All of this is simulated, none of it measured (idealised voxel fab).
This is a process module. Its name is voxel ribs on slabs.
Section shown: cut. Width: 205 nm. Cell size: 5 nm, square.
Square cells in a grid make up a cross-section in this document, and the grid is given as bands, listed from the top down, each one or more rows of cells.
Top height, bottom height, nm. Materials left to right, width each, nm. Single material + "edge to edge" = fills band edge to edge. "empty" = empty.
Height 0 is the level under which the wafer as received is all one material. The lowest band goes on downwards, as in "0 down".
You'd read "30->40" like this: the band's top row of cells is as wide as the first number, its bottom row is as wide as the second, and going down, every row changes width by the same amount as the row before did.
"no modification" means the step left every cell of the cross-section as it was.
"Voids, fully enclosed" contains a list of empty spaces, each no smaller than 8 cells and without an open way to the top, written in the form width x height at distance with the distance from the left edge and all three in nm.
Note: text after step settings on the step line = simulator remark on that step.
"overlay nm", when on a step's line for a step with a mask, measures how far to the right of its planned place the mask lay; a negative measure means to the left.
Process steps - plan
1. RECEIVE [material Si]
2. DIRECTIONAL_DEP [material SiO2] [thk nm 25]
3. DIRECTIONAL_DEP [material polySi] [thk nm 15]
4. DIRECTIONAL_DEP [material aC] [thk nm 15]
5. PATTERN [tone cover] [mask id RIB] [material resist] [width nm 25] [thk nm 35] [overlay nm 0]
6. DIRECTIONAL_ETCH [etch materials aC] [depth nm 15]
7. STRIP [etch materials resist]
8. DIRECTIONAL_ETCH [etch materials polySi] [depth nm 5]
9. STRIP [etch materials aC]
10. DIRECTIONAL_DEP [material aC] [thk nm 15]
11. PATTERN [tone cover] [mask id SLAB] [material resist] [width nm 85] [thk nm 30] [overlay nm 0]
12. DIRECTIONAL_ETCH [etch materials aC] [depth nm 15]
13. STRIP [etch materials resist]
14. DIRECTIONAL_ETCH [etch materials polySi] [depth nm 10]
15. STRIP [etch materials aC]
16. FILL_DEP [material SiO2] [thk nm 15]
17. CMP [height nm 50]
18. DIRECTIONAL_DEP [material TiN] [thk nm 10]
19. DIRECTIONAL_DEP [material aC] [thk nm 15]
20. PATTERN [tone cover] [mask id HEATER] [material resist] [width nm 35] [thk nm 35] [overlay nm 0]
21. DIRECTIONAL_ETCH [etch materials aC] [depth nm 15]
22. STRIP [etch materials resist]
23. DIRECTIONAL_ETCH [etch materials TiN] [depth nm 10]
24. STRIP [etch materials aC]
25. CONFORMAL_DEP [material SiN] [thk nm 10]
Account of the first of two wafers, which was processed as intended
Step 1 complete: cross-section of the wafer as received
> 0 down = Si edge to edge
> Voids, fully enclosed: none
Cross-sectional representation of the wafer at the conclusion of step 2
> 25 to 0 = SiO2 edge to edge
> Under the height 0 nothing was changed.
Cross-sectional representation of the wafer at the conclusion of step 3
> 40 to 25 = polySi edge to edge
> Under the height 25 nothing was changed.
Cross-sectional representation of the wafer at the conclusion of step 4
> 55 to 40 = aC edge to edge
> Under the height 40 nothing was changed.
Cross-sectional representation of the wafer at the conclusion of step 5
> 90 to 55 = empty 90 | resist 25 | empty 90
> Under the height 55 nothing was changed.
Cross-sectional representation of the wafer at the conclusion of step 6
> 75 to 55 = empty 90 | resist 25 | empty 90
> 55 to 40 = empty 90 | aC 25 | empty 90
> Under the height 40 nothing was changed.
Cross-sectional representation of the wafer at the conclusion of step 7
> 55 to 40 = empty 90 | aC 25 | empty 90
> Under the height 40 nothing was changed.
Cross-sectional representation of the wafer at the conclusion of step 8
> 55 to 40 = empty 90 | aC 25 | empty 90
> 40 to 35 = empty 90 | polySi 25 | empty 90
> Under the height 35 nothing was changed.
Cross-sectional representation of the wafer at the conclusion of step 9
> 40 to 35 = empty 90 | polySi 25 | empty 90
> Under the height 35 nothing was changed.
Cross-sectional representation of the wafer at the conclusion of step 10
> 55 to 50 = empty 90 | aC 25 | empty 90
> 50 to 40 = aC edge to edge
> 40 to 35 = aC 90 | polySi 25 | aC 90
> Under the height 35 nothing was changed.
Cross-sectional representation of the wafer at the conclusion of step 11
> 85 to 55 = empty 60 | resist 85 | empty 60
> 55 to 50 = empty 60 | resist 30 | aC 25 | resist 30 | empty 60
> Under the height 50 nothing was changed.
Cross-sectional representation of the wafer at the conclusion of step 12
> 70 to 55 = empty 60 | resist 85 | empty 60
> 55 to 50 = empty 60 | resist 30 | aC 25 | resist 30 | empty 60
> 50 to 40 = empty 60 | aC 85 | empty 60
> 40 to 35 = empty 60 | aC 30 | polySi 25 | aC 30 | empty 60
> Under the height 35 nothing was changed.
Cross-sectional representation of the wafer at the conclusion of step 13
> 55 to 50 = empty 90 | aC 25 | empty 90
> Under the height 50 nothing was changed.
Cross-sectional representation of the wafer at the conclusion of step 14
> 55 to 50 = empty 90 | aC 25 | empty 90
> 50 to 40 = empty 60 | aC 85 | empty 60
> 40 to 35 = empty 60 | aC 30 | polySi 25 | aC 30 | empty 60
> 35 to 25 = empty 60 | polySi 85 | empty 60
> Under the height 25 nothing was changed.
Cross-sectional representation of the wafer at the conclusion of step 15
> 40 to 35 = empty 90 | polySi 25 | empty 90
> Under the height 35 nothing was changed.
Cross-sectional representation of the wafer at the conclusion of step 16
> 55 to 40 = SiO2 edge to edge
> 40 to 35 = SiO2 90 | polySi 25 | SiO2 90
> 35 to 25 = SiO2 60 | polySi 85 | SiO2 60
> Under the height 25 nothing was changed.
Cross-sectional representation of the wafer at the conclusion of step 17
> 50 to 40 = SiO2 edge to edge
> Under the height 40 nothing was changed.
Cross-sectional representation of the wafer at the conclusion of step 18
> 60 to 50 = TiN edge to edge
> Under the height 50 nothing was changed.
Cross-sectional representation of the wafer at the conclusion of step 19
> 75 to 60 = aC edge to edge
> Under the height 60 nothing was changed.
Cross-sectional representation of the wafer at the conclusion of step 20
> 110 to 75 = empty 85 | resist 35 | empty 85
> Under the height 75 nothing was changed.
Cross-sectional representation of the wafer at the conclusion of step 21
> 95 to 75 = empty 85 | resist 35 | empty 85
> 75 to 60 = empty 85 | aC 35 | empty 85
> Under the height 60 nothing was changed.
Cross-sectional representation of the wafer at the conclusion of step 22
> 75 to 60 = empty 85 | aC 35 | empty 85
> Under the height 60 nothing was changed.
Cross-sectional representation of the wafer at the conclusion of step 23
> 75 to 60 = empty 85 | aC 35 | empty 85
> 60 to 50 = empty 85 | TiN 35 | empty 85
> Under the height 50 nothing was changed.
Cross-sectional representation of the wafer at the conclusion of step 24
> 60 to 50 = empty 85 | TiN 35 | empty 85
> Under the height 50 nothing was changed.
Cross-sectional representation of the wafer at the conclusion of step 25
> 70 to 60 = empty 75 | SiN 55 | empty 75
> 60 to 50 = SiN 85 | TiN 35 | SiN 85
> Under the height 50 nothing was changed.
Wafer two. Identical start, identical plan. One mistake in execution. Identical history through step 1
Second wafer shown in cross-section at the time step 2 was slated to end
> 15 to 0 = polySi edge to edge
> Under the height 0 nothing was changed.
Second wafer shown in cross-section at the time step 3 was slated to end
> 40 to 15 = SiO2 edge to edge
> Under the height 15 nothing was changed.
Second wafer shown in cross-section at the time step 4 was slated to end
> 55 to 40 = aC edge to edge
> Under the height 40 nothing was changed.
Second wafer shown in cross-section at the time step 5 was slated to end
> 90 to 55 = empty 90 | resist 25 | empty 90
> Under the height 55 nothing was changed.
Second wafer shown in cross-section at the time step 6 was slated to end
> 75 to 55 = empty 90 | resist 25 | empty 90
> 55 to 40 = empty 90 | aC 25 | empty 90
> Under the height 40 nothing was changed.
Second wafer shown in cross-section at the time step 7 was slated to end
> 55 to 40 = empty 90 | aC 25 | empty 90
> Under the height 40 nothing was changed.
Second wafer shown in cross-section at the time step 8 was slated to end: no modification
Second wafer shown in cross-section at the time step 9 was slated to end
> 40 to 15 = SiO2 edge to edge
> Under the height 15 nothing was changed.
Second wafer shown in cross-section at the time step 10 was slated to end
> 55 to 40 = aC edge to edge
> Under the height 40 nothing was changed.
Second wafer shown in cross-section at the time step 11 was slated to end
> 85 to 55 = empty 60 | resist 85 | empty 60
> Under the height 55 nothing was changed.
Second wafer shown in cross-section at the time step 12 was slated to end
> 70 to 55 = empty 60 | resist 85 | empty 60
> 55 to 40 = empty 60 | aC 85 | empty 60
> Under the height 40 nothing was changed.
Second wafer shown in cross-section at the time step 13 was slated to end
> 55 to 40 = empty 60 | aC 85 | empty 60
> Under the height 40 nothing was changed.
Second wafer shown in cross-section at the time step 14 was slated to end: no modification
Second wafer shown in cross-section at the time step 15 was slated to end
> 40 to 15 = SiO2 edge to edge
> Under the height 15 nothing was changed.
Second wafer shown in cross-section at the time step 16 was slated to end
> 55 to 15 = SiO2 edge to edge
> Under the height 15 nothing was changed.
Second wafer shown in cross-section at the time step 17 was slated to end
> 50 to 15 = SiO2 edge to edge
> Under the height 15 nothing was changed.
Second wafer shown in cross-section at the time step 18 was slated to end
> 60 to 50 = TiN edge to edge
> Under the height 50 nothing was changed.
Second wafer shown in cross-section at the time step 19 was slated to end
> 75 to 60 = aC edge to edge
> Under the height 60 nothing was changed.
Second wafer shown in cross-section at the time step 20 was slated to end
> 110 to 75 = empty 85 | resist 35 | empty 85
> Under the height 75 nothing was changed.
Second wafer shown in cross-section at the time step 21 was slated to end
> 95 to 75 = empty 85 | resist 35 | empty 85
> 75 to 60 = empty 85 | aC 35 | empty 85
> Under the height 60 nothing was changed.
Second wafer shown in cross-section at the time step 22 was slated to end
> 75 to 60 = empty 85 | aC 35 | empty 85
> Under the height 60 nothing was changed.
Second wafer shown in cross-section at the time step 23 was slated to end
> 75 to 60 = empty 85 | aC 35 | empty 85
> 60 to 50 = empty 85 | TiN 35 | empty 85
> Under the height 50 nothing was changed.
Second wafer shown in cross-section at the time step 24 was slated to end
> 60 to 50 = empty 85 | TiN 35 | empty 85
> Under the height 50 nothing was changed.
Second wafer shown in cross-section at the time step 25 was slated to end
> 70 to 60 = empty 75 | SiN 55 | empty 75
> 60 to 50 = SiN 85 | TiN 35 | SiN 85
> Under the height 50 nothing was changed.
Finding, execution versus plan: deviation from plan: step 3 and step 2 executed in one another's positions
In the final state, the cell counts of the second wafer exceed or fall short of those of the first for the following materials: SiO2: 84 fewer, polySi: 84 more
